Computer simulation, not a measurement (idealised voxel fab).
You're looking at the process module voxel spacer lines.
It is cross-section cut that appears here, measuring 295 nm in width, its square cells being 5 nm in size.
Think of the cross-section as a grid of square cells. We describe it in bands, top to bottom, and each band covers one or more rows of those cells. The entry gives the band's vertical extent as a top height and a bottom height in nm, then its horizontal make-up as materials from left to right, each with a width in nm. "air" stands for empty space; a single material marked "throughout" fills the band edge to edge. Measure heights from 0. That's the level where, below it, the as-received wafer is all one material. The lowest band is bottomless and extends downward; write it as in "0 and below". The two numbers in a width such as "30 to 40" mark its ends across the band: the first belongs to the top row of cells, the second to the bottom row, and from each row to the next the width moves by the same amount. The cross-section has no changed cell in any step marked "nothing changed". Entry "Completely enclosed voids". Content: empty spaces with no open connection to the top, size 8 cells or greater. Each: width x height at distance. Distance: from left edge. Unit: nm. Note: text after step settings on the step line = simulator remark on that step. The optional step-line setting "overlay nm" applies to steps with a mask and quantifies how far to the right of its planned location the mask lay, a negative value indicating leftward placement.

Process steps (planned)
1,RECEIVE [material Si]
2,CONFORMAL_DEP [material Al2O3] [thk nm 5]
3,DIRECTIONAL_DEP [material W] [thk nm 15]
4,DIRECTIONAL_DEP [material aC] [thk nm 20]
5,PATTERN [tone cover] [mask id MANDREL] [material resist] [width nm 20] [pitch nm 60] [thk nm 25] [overlay nm 0]
6,DIRECTIONAL_ETCH [etch materials aC] [depth nm 20]
7,STRIP [etch materials resist]
8,CONFORMAL_DEP [material SiN] [thk nm 10]
9,DIRECTIONAL_ETCH [etch materials SiN] [depth nm 10]
10,STRIP [etch materials aC]
11,DIRECTIONAL_ETCH [etch materials W] [depth nm 15]
12,STRIP [etch materials SiN]
13,FILL_DEP [material lowk] [thk nm 5]
14,CMP [height nm 20]

Wafer at receipt (post step 1), cross-section
  0 and below: Si throughout
  Completely enclosed voids: none

Starting structure and process plan are as shown above, but one mistake was made in running the module; the wafer cross-section at the end of the module follows
  20 down to 5: lowk 75 nm / W 10 nm / lowk 20 nm / W 10 nm / lowk 20 nm / W 10 nm / lowk 20 nm / W 10 nm / lowk 20 nm / W 10 nm / lowk 20 nm / W 10 nm / lowk 60 nm
  5 down to 0: Al2O3 throughout
  0 and below: Si throughout
  Completely enclosed voids: none
In executing the process, a mistake was made relative to the plan: planned and actual differ for step 5; actual: PATTERN [tone cover] [mask id MANDREL] [material resist] [width nm 20] [pitch nm 60] [thk nm 25] [overlay nm 10]
